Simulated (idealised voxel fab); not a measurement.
process module | voxel quadruple lines
cross-section cut | 160 nm wide | cells 5 nm
A cross-section is a grid of square cells, given in bands from the top down. A band is one or more rows of cells.
Each band's line starts with the height of the band's top and of its bottom, in nm. Then come its materials from left to right, each with its width in nm. One material with "throughout" fills the band from edge to edge. "air" is empty space.
Height 0 is the level under which the wafer as received is all one material. The lowest band goes on downwards, as in "0 down".
A width such as "30 to 40" changes by the same amount from each row of cells to the next, from the band's top row to its bottom row.
"no change" after a step means that no cell of the cross-section changed.
closed voids: empty space of 8 cells or more with no open way to the top, each as width x height at its distance from the left edge, in nm
after a step's settings: what the simulator itself notes on the step
overlay nm, on a step with a mask: how far to the right of its planned place the mask lay; to the left if negative
Each pair below shows a cross-section before one step and the cross-section after it, down to the lowest band that changed. The line under each pair gives the step between them, with its settings. The pairs can come from different runs of this module on the same starting wafer, so a pair continues from the pair above only where its "before" says so.
before
  0 down: Si throughout
  closed voids: none
after
  10 to 0: Al2O3 throughout
  below 0: unchanged
  closed voids: none
the step between: op CONFORMAL_DEP | material Al2O3 | thk nm 10
before: the cross-section after the pair above
after
  20 to 10: Ru throughout
  below 10: unchanged
  closed voids: none
the step between: op DIRECTIONAL_DEP | material Ru | thk nm 10
before: the cross-section after the pair above
after
  40 to 20: polySi throughout
  below 20: unchanged
  closed voids: none
the step between: op DIRECTIONAL_DEP | material polySi | thk nm 20
before: the cross-section after the pair above
after
  65 to 40: aC throughout
  below 40: unchanged
  closed voids: none
the step between: op DIRECTIONAL_DEP | material aC | thk nm 25
before: the cross-section after the pair above
after
  95 to 65: air 65 | resist 30 | air 65
  below 65: unchanged
  closed voids: none
the step between: op PATTERN | tone cover | mask id MANDREL | material resist | width nm 30 | thk nm 30 | overlay nm 0
before: the cross-section after the pair above
after
  70 to 65: air 65 | resist 30 | air 65
  65 to 40: air 65 | aC 30 | air 65
  below 40: unchanged
  closed voids: none
the step between: op DIRECTIONAL_ETCH | etch materials aC | depth nm 25
before: the cross-section after the pair above
after
  65 to 40: air 65 | aC 30 | air 65
  below 40: unchanged
  closed voids: none
the step between: op STRIP | etch materials resist
before: the cross-section after the pair above
after
  75 to 65: air 55 | SiO2 50 | air 55
  65 to 50: air 55 | SiO2 10 | aC 30 | SiO2 10 | air 55
  50 to 40: SiO2 65 | aC 30 | SiO2 65
  below 40: unchanged
  closed voids: none
the step between: op CONFORMAL_DEP | material SiO2 | thk nm 10
before: the cross-section after the pair above
after
  65 to 40: air 55 | SiO2 10 | aC 30 | SiO2 10 | air 55
  below 40: unchanged
  closed voids: none
the step between: op DIRECTIONAL_ETCH | etch materials SiO2 | depth nm 10
before: the cross-section after the pair above
after
  65 to 40: air 55 | SiO2 10 | air 30 | SiO2 10 | air 55
  below 40: unchanged
  closed voids: none
the step between: op STRIP | etch materials aC
before: the cross-section after the pair above
after
  65 to 40: air 55 | SiO2 10 | air 30 | SiO2 10 | air 55
  40 to 20: air 55 | polySi 10 | air 30 | polySi 10 | air 55
  below 20: unchanged
  closed voids: none
the step between: op DIRECTIONAL_ETCH | etch materials polySi | depth nm 20
before: the cross-section after the pair above
after
  40 to 20: air 55 | polySi 10 | air 30 | polySi 10 | air 55
  below 20: unchanged
  closed voids: none
the step between: op STRIP | etch materials SiO2
before: the cross-section after the pair above
after
  50 to 40: air 45 | SiCN 30 | air 10 | SiCN 30 | air 45
  40 to 30: air 45 | SiCN 10 | polySi 10 | SiCN 10 | air 10 | SiCN 10 | polySi 10 | SiCN 10 | air 45
  30 to 20: SiCN 55 | polySi 10 | SiCN 30 | polySi 10 | SiCN 55
  below 20: unchanged
  closed voids: none
the step between: op CONFORMAL_DEP | material SiCN | thk nm 10
before: the cross-section after the pair above
after
  40 to 20: air 45 | SiCN 10 | polySi 10 | SiCN 10 | air 10 | SiCN 10 | polySi 10 | SiCN 10 | air 45
  below 20: unchanged
  closed voids: none
the step between: op DIRECTIONAL_ETCH | etch materials SiCN | depth nm 10
before: the cross-section after the pair above
after
  40 to 20: air 45 | SiCN 10 | air 10 | SiCN 10 | air 10 | SiCN 10 | air 10 | SiCN 10 | air 45
  below 20: unchanged
  closed voids: none
the step between: op STRIP | etch materials polySi
before: the cross-section after the pair above
after
  40 to 20: air 45 | SiCN 10 | air 10 | SiCN 10 | air 10 | SiCN 10 | air 10 | SiCN 10 | air 45
  20 to 10: air 45 | Ru 10 | air 10 | Ru 10 | air 10 | Ru 10 | air 10 | Ru 10 | air 45
  below 10: unchanged
  closed voids: none
the step between: op DIRECTIONAL_ETCH | etch materials Ru | depth nm 10
before: the cross-section after the pair above
after
  20 to 10: air 45 | Ru 10 | air 10 | Ru 10 | air 10 | Ru 10 | air 10 | Ru 10 | air 45
  below 10: unchanged
  closed voids: none
the step between: op STRIP | etch materials SiCN
before: the cross-section after the pair above
after
  25 to 20: lowk throughout
  20 to 10: lowk 45 | Ru 10 | lowk 10 | Ru 10 | lowk 10 | Ru 10 | lowk 10 | Ru 10 | lowk 45
  below 10: unchanged
  closed voids: none
the step between: op FILL_DEP | material lowk | thk nm 5
before: the cross-section after the pair above
after
  20 to 10: lowk 45 | Ru 10 | lowk 10 | Ru 10 | lowk 10 | Ru 10 | lowk 10 | Ru 10 | lowk 45
  below 10: unchanged
  closed voids: none
the step between: op CMP | height nm 20
before
  70 to 65: air 65 | resist 30 | air 65
  65 to 40: air 65 | aC 30 | air 65
  40 to 20: polySi throughout
  20 to 10: Ru throughout
  10 to 0: Al2O3 throughout
  0 down: Si throughout
  closed voids: none
after
  80 to 70: air 55 | SiO2 50 | air 55
  70 to 65: air 55 | SiO2 10 | resist 30 | SiO2 10 | air 55
  65 to 50: air 55 | SiO2 10 | aC 30 | SiO2 10 | air 55
  50 to 40: SiO2 65 | aC 30 | SiO2 65
  below 40: unchanged
  closed voids: none
the step between: op CONFORMAL_DEP | material SiO2 | thk nm 10
before: the cross-section after the pair above
after
  70 to 65: air 55 | SiO2 10 | resist 30 | SiO2 10 | air 55
  65 to 40: air 55 | SiO2 10 | aC 30 | SiO2 10 | air 55
  below 40: unchanged
  closed voids: none
the step between: op DIRECTIONAL_ETCH | etch materials SiO2 | depth nm 10
before: the cross-section after the pair above
after
  70 to 40: air 55 | SiO2 10 | air 30 | SiO2 10 | air 55
  below 40: unchanged
  closed voids: none
the step between: op STRIP | etch materials aC
before: the cross-section after the pair above
after
  70 to 40: air 55 | SiO2 10 | air 30 | SiO2 10 | air 55
  40 to 20: air 55 | polySi 10 | air 30 | polySi 10 | air 55
  below 20: unchanged
  closed voids: none
the step between: op DIRECTIONAL_ETCH | etch materials polySi | depth nm 20
before: the cross-section after the pair above
after
  40 to 20: air 55 | polySi 10 | air 30 | polySi 10 | air 55
  below 20: unchanged
  closed voids: none
the step between: op STRIP | etch materials SiO2
before
  65 to 40: air 55 | SiO2 10 | aC 30 | SiO2 10 | air 55
  40 to 20: polySi throughout
  20 to 10: Ru throughout
  10 to 0: Al2O3 throughout
  0 down: Si throughout
  closed voids: none
after
  65 to 40: air 55 | SiO2 10 | aC 30 | SiO2 10 | air 55
  40 to 20: air 55 | polySi 50 | air 55
  below 20: unchanged
  closed voids: none
the step between: op DIRECTIONAL_ETCH | etch materials polySi | depth nm 20
before: the cross-section after the pair above
after
  65 to 40: air 55 | SiO2 10 | air 30 | SiO2 10 | air 55
  below 40: unchanged
  closed voids: none
the step between: op STRIP | etch materials aC
before: the cross-section after the pair above
after
  40 to 20: air 55 | polySi 50 | air 55
  below 20: unchanged
  closed voids: none
the step between: op STRIP | etch materials SiO2
before: the cross-section after the pair above
after
  50 to 40: air 45 | SiCN 70 | air 45
  40 to 30: air 45 | SiCN 10 | polySi 50 | SiCN 10 | air 45
  30 to 20: SiCN 55 | polySi 50 | SiCN 55
  below 20: unchanged
  closed voids: none
the step between: op CONFORMAL_DEP | material SiCN | thk nm 10
before: the cross-section after the pair above
after
  40 to 20: air 45 | SiCN 10 | polySi 50 | SiCN 10 | air 45
  below 20: unchanged
  closed voids: none
the step between: op DIRECTIONAL_ETCH | etch materials SiCN | depth nm 10
before: the cross-section after the pair above
after
  40 to 20: air 45 | SiCN 10 | air 50 | SiCN 10 | air 45
  below 20: unchanged
  closed voids: none
the step between: op STRIP | etch materials polySi
before: the cross-section after the pair above
after
  40 to 20: air 45 | SiCN 10 | air 50 | SiCN 10 | air 45
  20 to 10: air 45 | Ru 10 | air 50 | Ru 10 | air 45
  below 10: unchanged
  closed voids: none
the step between: op DIRECTIONAL_ETCH | etch materials Ru | depth nm 10
before: the cross-section after the pair above
after
  20 to 10: air 45 | Ru 10 | air 50 | Ru 10 | air 45
  below 10: unchanged
  closed voids: none
the step between: op STRIP | etch materials SiCN
before: the cross-section after the pair above
after
  25 to 20: lowk throughout
  20 to 10: lowk 45 | Ru 10 | lowk 50 | Ru 10 | lowk 45
  below 10: unchanged
  closed voids: none
the step between: op FILL_DEP | material lowk | thk nm 5
before: the cross-section after the pair above
after
  20 to 10: lowk 45 | Ru 10 | lowk 50 | Ru 10 | lowk 45
  below 10: unchanged
  closed voids: none
the step between: op CMP | height nm 20
before
  25 to 20: lowk throughout
  20 to 10: lowk 45 | Ru 10 | lowk 10 | Ru 10 | lowk 10 | Ru 10 | lowk 10 | Ru 10 | lowk 45
  10 to 0: Al2O3 throughout
  0 down: Si throughout
  closed voids: none
after
  15 to 10: lowk 45 | Ru 10 | lowk 10 | Ru 10 | lowk 10 | Ru 10 | lowk 10 | Ru 10 | lowk 45
  below 10: unchanged
  closed voids: none
the step between: op CMP | height nm 15
before
  65 to 40: aC throughout
  40 to 20: polySi throughout
  20 to 10: Ru throughout
  10 to 0: Al2O3 throughout
  0 down: Si throughout
  closed voids: none
after
  95 to 65: air 70 | resist 25 | air 65
  below 65: unchanged
  closed voids: none
the step between: op PATTERN | tone cover | mask id MANDREL | material resist | width nm 25 | thk nm 30 | overlay nm 0
before: the cross-section after the pair above
after
  70 to 65: air 70 | resist 25 | air 65
  65 to 40: air 70 | aC 25 | air 65
  below 40: unchanged
  closed voids: none
the step between: op DIRECTIONAL_ETCH | etch materials aC | depth nm 25
before: the cross-section after the pair above
after
  65 to 40: air 70 | aC 25 | air 65
  below 40: unchanged
  closed voids: none
the step between: op STRIP | etch materials resist
before: the cross-section after the pair above
after
  75 to 65: air 60 | SiO2 45 | air 55
  65 to 50: air 60 | SiO2 10 | aC 25 | SiO2 10 | air 55
  50 to 40: SiO2 70 | aC 25 | SiO2 65
  below 40: unchanged
  closed voids: none
the step between: op CONFORMAL_DEP | material SiO2 | thk nm 10
before: the cross-section after the pair above
after
  65 to 40: air 60 | SiO2 10 | aC 25 | SiO2 10 | air 55
  below 40: unchanged
  closed voids: none
the step between: op DIRECTIONAL_ETCH | etch materials SiO2 | depth nm 10
before: the cross-section after the pair above
after
  65 to 40: air 60 | SiO2 10 | air 25 | SiO2 10 | air 55
  below 40: unchanged
  closed voids: none
the step between: op STRIP | etch materials aC
before: the cross-section after the pair above
after
  65 to 40: air 60 | SiO2 10 | air 25 | SiO2 10 | air 55
  40 to 20: air 60 | polySi 10 | air 25 | polySi 10 | air 55
  below 20: unchanged
  closed voids: none
the step between: op DIRECTIONAL_ETCH | etch materials polySi | depth nm 20
before: the cross-section after the pair above
after
  40 to 20: air 60 | polySi 10 | air 25 | polySi 10 | air 55
  below 20: unchanged
  closed voids: none
the step between: op STRIP | etch materials SiO2
before: the cross-section after the pair above
after
  50 to 40: air 50 | SiCN 30 | air 5 | SiCN 30 | air 45
  40 to 30: air 50 | SiCN 10 | polySi 10 | SiCN 10 | air 5 | SiCN 10 | polySi 10 | SiCN 10 | air 45
  30 to 20: SiCN 60 | polySi 10 | SiCN 25 | polySi 10 | SiCN 55
  below 20: unchanged
  closed voids: none
the step between: op CONFORMAL_DEP | material SiCN | thk nm 10
before: the cross-section after the pair above
after
  40 to 20: air 50 | SiCN 10 | polySi 10 | SiCN 10 | air 5 | SiCN 10 | polySi 10 | SiCN 10 | air 45
  below 20: unchanged
  closed voids: none
the step between: op DIRECTIONAL_ETCH | etch materials SiCN | depth nm 10
before: the cross-section after the pair above
after
  40 to 20: air 50 | SiCN 10 | air 10 | SiCN 10 | air 5 | SiCN 10 | air 10 | SiCN 10 | air 45
  below 20: unchanged
  closed voids: none
the step between: op STRIP | etch materials polySi
before: the cross-section after the pair above
after
  40 to 20: air 50 | SiCN 10 | air 10 | SiCN 10 | air 5 | SiCN 10 | air 10 | SiCN 10 | air 45
  20 to 10: air 50 | Ru 10 | air 10 | Ru 10 | air 5 | Ru 10 | air 10 | Ru 10 | air 45
  below 10: unchanged
  closed voids: none
the step between: op DIRECTIONAL_ETCH | etch materials Ru | depth nm 10
before: the cross-section after the pair above
after
  20 to 10: air 50 | Ru 10 | air 10 | Ru 10 | air 5 | Ru 10 | air 10 | Ru 10 | air 45
  below 10: unchanged
  closed voids: none
the step between: op STRIP | etch materials SiCN
before: the cross-section after the pair above
after
  25 to 20: lowk throughout
  20 to 10: lowk 50 | Ru 10 | lowk 10 | Ru 10 | lowk 5 | Ru 10 | lowk 10 | Ru 10 | lowk 45
  below 10: unchanged
  closed voids: none
the step between: op FILL_DEP | material lowk | thk nm 5
before: the cross-section after the pair above
after
  20 to 10: lowk 50 | Ru 10 | lowk 10 | Ru 10 | lowk 5 | Ru 10 | lowk 10 | Ru 10 | lowk 45
  below 10: unchanged
  closed voids: none
the step between: op CMP | height nm 20
before
  65 to 40: aC throughout
  40 to 20: polySi throughout
  20 to 10: Ru throughout
  10 to 0: Al2O3 throughout
  0 down: Si throughout
  closed voids: none
after
  95 to 65: air 55 | resist 30 | air 75
  below 65: unchanged
  closed voids: none
the step between: op PATTERN | tone cover | mask id MANDREL | material resist | width nm 30 | thk nm 30 | overlay nm -10
before: the cross-section after the pair above
after
  70 to 65: air 55 | resist 30 | air 75
  65 to 40: air 55 | aC 30 | air 75
  below 40: unchanged
  closed voids: none
the step between: op DIRECTIONAL_ETCH | etch materials aC | depth nm 25
before: the cross-section after the pair above
after
  65 to 40: air 55 | aC 30 | air 75
  below 40: unchanged
  closed voids: none
the step between: op STRIP | etch materials resist
before: the cross-section after the pair above
after
  75 to 65: air 45 | SiO2 50 | air 65
  65 to 50: air 45 | SiO2 10 | aC 30 | SiO2 10 | air 65
  50 to 40: SiO2 55 | aC 30 | SiO2 75
  below 40: unchanged
  closed voids: none
the step between: op CONFORMAL_DEP | material SiO2 | thk nm 10
before: the cross-section after the pair above
after
  65 to 40: air 45 | SiO2 10 | aC 30 | SiO2 10 | air 65
  below 40: unchanged
  closed voids: none
the step between: op DIRECTIONAL_ETCH | etch materials SiO2 | depth nm 10
before: the cross-section after the pair above
after
  65 to 40: air 45 | SiO2 10 | air 30 | SiO2 10 | air 65
  below 40: unchanged
  closed voids: none
the step between: op STRIP | etch materials aC
before: the cross-section after the pair above
after
  65 to 40: air 45 | SiO2 10 | air 30 | SiO2 10 | air 65
  40 to 20: air 45 | polySi 10 | air 30 | polySi 10 | air 65
  below 20: unchanged
  closed voids: none
the step between: op DIRECTIONAL_ETCH | etch materials polySi | depth nm 20
before: the cross-section after the pair above
after
  40 to 20: air 45 | polySi 10 | air 30 | polySi 10 | air 65
  below 20: unchanged
  closed voids: none
the step between: op STRIP | etch materials SiO2
before: the cross-section after the pair above
after
  50 to 40: air 35 | SiCN 30 | air 10 | SiCN 30 | air 55
  40 to 30: air 35 | SiCN 10 | polySi 10 | SiCN 10 | air 10 | SiCN 10 | polySi 10 | SiCN 10 | air 55
  30 to 20: SiCN 45 | polySi 10 | SiCN 30 | polySi 10 | SiCN 65
  below 20: unchanged
  closed voids: none
the step between: op CONFORMAL_DEP | material SiCN | thk nm 10
before: the cross-section after the pair above
after
  40 to 20: air 35 | SiCN 10 | polySi 10 | SiCN 10 | air 10 | SiCN 10 | polySi 10 | SiCN 10 | air 55
  below 20: unchanged
  closed voids: none
the step between: op DIRECTIONAL_ETCH | etch materials SiCN | depth nm 10
before: the cross-section after the pair above
after
  40 to 20: air 35 | SiCN 10 | air 10 | SiCN 10 | air 10 | SiCN 10 | air 10 | SiCN 10 | air 55
  below 20: unchanged
  closed voids: none
the step between: op STRIP | etch materials polySi
before: the cross-section after the pair above
after
  40 to 20: air 35 | SiCN 10 | air 10 | SiCN 10 | air 10 | SiCN 10 | air 10 | SiCN 10 | air 55
  20 to 10: air 35 | Ru 10 | air 10 | Ru 10 | air 10 | Ru 10 | air 10 | Ru 10 | air 55
  below 10: unchanged
  closed voids: none
the step between: op DIRECTIONAL_ETCH | etch materials Ru | depth nm 10
before: the cross-section after the pair above
after
  20 to 10: air 35 | Ru 10 | air 10 | Ru 10 | air 10 | Ru 10 | air 10 | Ru 10 | air 55
  below 10: unchanged
  closed voids: none
the step between: op STRIP | etch materials SiCN
before: the cross-section after the pair above
after
  25 to 20: lowk throughout
  20 to 10: lowk 35 | Ru 10 | lowk 10 | Ru 10 | lowk 10 | Ru 10 | lowk 10 | Ru 10 | lowk 55
  below 10: unchanged
  closed voids: none
the step between: op FILL_DEP | material lowk | thk nm 5
before: the cross-section after the pair above
after
  20 to 10: lowk 35 | Ru 10 | lowk 10 | Ru 10 | lowk 10 | Ru 10 | lowk 10 | Ru 10 | lowk 55
  below 10: unchanged
  closed voids: none
the step between: op CMP | height nm 20
before
  10 to 0: Al2O3 throughout
  0 down: Si throughout
  closed voids: none
after
  20 to 10: aC throughout
  below 10: unchanged
  closed voids: none
the step between: op DIRECTIONAL_DEP | material aC | thk nm 10
before: the cross-section after the pair above
after
  40 to 20: polySi throughout
  below 20: unchanged
  closed voids: none
the step between: op DIRECTIONAL_DEP | material polySi | thk nm 20
before: the cross-section after the pair above
after
  65 to 40: aC throughout
  below 40: unchanged
  closed voids: none
the step between: op DIRECTIONAL_DEP | material aC | thk nm 25
before: the cross-section after the pair above
after
  95 to 65: air 65 | resist 30 | air 65
  below 65: unchanged
  closed voids: none
the step between: op PATTERN | tone cover | mask id MANDREL | material resist | width nm 30 | thk nm 30 | overlay nm 0
before: the cross-section after the pair above
after
  70 to 65: air 65 | resist 30 | air 65
  65 to 40: air 65 | aC 30 | air 65
  below 40: unchanged
  closed voids: none
the step between: op DIRECTIONAL_ETCH | etch materials aC | depth nm 25
before: the cross-section after the pair above
after
  65 to 40: air 65 | aC 30 | air 65
  below 40: unchanged
  closed voids: none
the step between: op STRIP | etch materials resist
before: the cross-section after the pair above
after
  75 to 65: air 55 | SiO2 50 | air 55
  65 to 50: air 55 | SiO2 10 | aC 30 | SiO2 10 | air 55
  50 to 40: SiO2 65 | aC 30 | SiO2 65
  below 40: unchanged
  closed voids: none
the step between: op CONFORMAL_DEP | material SiO2 | thk nm 10
before: the cross-section after the pair above
after
  65 to 40: air 55 | SiO2 10 | aC 30 | SiO2 10 | air 55
  below 40: unchanged
  closed voids: none
the step between: op DIRECTIONAL_ETCH | etch materials SiO2 | depth nm 10
before: the cross-section after the pair above
after
  65 to 40: air 55 | SiO2 10 | air 30 | SiO2 10 | air 55
  below 40: unchanged
  closed voids: none
the step between: op STRIP | etch materials aC
before: the cross-section after the pair above
after
  65 to 40: air 55 | SiO2 10 | air 30 | SiO2 10 | air 55
  40 to 20: air 55 | polySi 10 | air 30 | polySi 10 | air 55
  below 20: unchanged
  closed voids: none
the step between: op DIRECTIONAL_ETCH | etch materials polySi | depth nm 20
before: the cross-section after the pair above
after
  40 to 20: air 55 | polySi 10 | air 30 | polySi 10 | air 55
  below 20: unchanged
  closed voids: none
the step between: op STRIP | etch materials SiO2
before: the cross-section after the pair above
after
  50 to 40: air 45 | SiCN 30 | air 10 | SiCN 30 | air 45
  40 to 30: air 45 | SiCN 10 | polySi 10 | SiCN 10 | air 10 | SiCN 10 | polySi 10 | SiCN 10 | air 45
  30 to 20: SiCN 55 | polySi 10 | SiCN 30 | polySi 10 | SiCN 55
  below 20: unchanged
  closed voids: none
the step between: op CONFORMAL_DEP | material SiCN | thk nm 10
before: the cross-section after the pair above
after
  40 to 20: air 45 | SiCN 10 | polySi 10 | SiCN 10 | air 10 | SiCN 10 | polySi 10 | SiCN 10 | air 45
  below 20: unchanged
  closed voids: none
the step between: op DIRECTIONAL_ETCH | etch materials SiCN | depth nm 10
before: the cross-section after the pair above
after
  40 to 20: air 45 | SiCN 10 | air 10 | SiCN 10 | air 10 | SiCN 10 | air 10 | SiCN 10 | air 45
  below 20: unchanged
  closed voids: none
the step between: op STRIP | etch materials polySi
before: the cross-section after the pair above
after
  20 to 10: aC throughout
  below 10: unchanged
  closed voids: none
the step between: op STRIP | etch materials SiCN
before: the cross-section after the pair above
after
  25 to 20: lowk throughout
  below 20: unchanged
  closed voids: none
the step between: op FILL_DEP | material lowk | thk nm 5
before: the cross-section after the pair above
after
  20 to 10: aC throughout
  below 10: unchanged
  closed voids: none
the step between: op CMP | height nm 20
before
  65 to 40: aC throughout
  40 to 20: polySi throughout
  20 to 10: Ru throughout
  10 to 0: Al2O3 throughout
  0 down: Si throughout
  closed voids: none
after
  95 to 65: resist 65 | air 30 | resist 65
  below 65: unchanged
  closed voids: none
the step between: op PATTERN | tone open | mask id MANDREL | material resist | width nm 30 | thk nm 30 | overlay nm 0
before: the cross-section after the pair above
after
  70 to 65: resist 65 | air 30 | resist 65
  65 to 40: aC 65 | air 30 | aC 65
  below 40: unchanged
  closed voids: none
the step between: op DIRECTIONAL_ETCH | etch materials aC | depth nm 25
before: the cross-section after the pair above
after
  65 to 40: aC 65 | air 30 | aC 65
  below 40: unchanged
  closed voids: none
the step between: op STRIP | etch materials resist
before: the cross-section after the pair above
after
  75 to 65: SiO2 75 | air 10 | SiO2 75
  65 to 50: aC 65 | SiO2 10 | air 10 | SiO2 10 | aC 65
  50 to 40: aC 65 | SiO2 30 | aC 65
  below 40: unchanged
  closed voids: none
the step between: op CONFORMAL_DEP | material SiO2 | thk nm 10
before: the cross-section after the pair above
after
  65 to 40: aC 65 | SiO2 10 | air 10 | SiO2 10 | aC 65
  below 40: unchanged
  closed voids: none
the step between: op DIRECTIONAL_ETCH | etch materials SiO2 | depth nm 10
before: the cross-section after the pair above
after
  65 to 40: air 65 | SiO2 10 | air 10 | SiO2 10 | air 65
  below 40: unchanged
  closed voids: none
the step between: op STRIP | etch materials aC
before: the cross-section after the pair above
after
  65 to 40: air 65 | SiO2 10 | air 10 | SiO2 10 | air 65
  40 to 20: air 65 | polySi 10 | air 10 | polySi 10 | air 65
  below 20: unchanged
  closed voids: none
the step between: op DIRECTIONAL_ETCH | etch materials polySi | depth nm 20
before: the cross-section after the pair above
after
  40 to 20: air 65 | polySi 10 | air 10 | polySi 10 | air 65
  below 20: unchanged
  closed voids: none
the step between: op STRIP | etch materials SiO2
before: the cross-section after the pair above
after
  50 to 40: air 55 | SiCN 50 | air 55
  40 to 30: air 55 | SiCN 10 | polySi 10 | SiCN 10 | polySi 10 | SiCN 10 | air 55
  30 to 20: SiCN 65 | polySi 10 | SiCN 10 | polySi 10 | SiCN 65
  below 20: unchanged
  closed voids: none
the step between: op CONFORMAL_DEP | material SiCN | thk nm 10
before: the cross-section after the pair above
after
  40 to 20: air 55 | SiCN 10 | polySi 10 | SiCN 10 | polySi 10 | SiCN 10 | air 55
  below 20: unchanged
  closed voids: none
the step between: op DIRECTIONAL_ETCH | etch materials SiCN | depth nm 10
before: the cross-section after the pair above
after
  40 to 20: air 55 | SiCN 10 | air 10 | SiCN 10 | air 10 | SiCN 10 | air 55
  below 20: unchanged
  closed voids: none
the step between: op STRIP | etch materials polySi
before: the cross-section after the pair above
after
  40 to 20: air 55 | SiCN 10 | air 10 | SiCN 10 | air 10 | SiCN 10 | air 55
  20 to 10: air 55 | Ru 10 | air 10 | Ru 10 | air 10 | Ru 10 | air 55
  below 10: unchanged
  closed voids: none
the step between: op DIRECTIONAL_ETCH | etch materials Ru | depth nm 10
before: the cross-section after the pair above
after
  20 to 10: air 55 | Ru 10 | air 10 | Ru 10 | air 10 | Ru 10 | air 55
  below 10: unchanged
  closed voids: none
the step between: op STRIP | etch materials SiCN
before: the cross-section after the pair above
after
  25 to 20: lowk throughout
  20 to 10: lowk 55 | Ru 10 | lowk 10 | Ru 10 | lowk 10 | Ru 10 | lowk 55
  below 10: unchanged
  closed voids: none
the step between: op FILL_DEP | material lowk | thk nm 5
before: the cross-section after the pair above
after
  20 to 10: lowk 55 | Ru 10 | lowk 10 | Ru 10 | lowk 10 | Ru 10 | lowk 55
  below 10: unchanged
  closed voids: none
the step between: op CMP | height nm 20
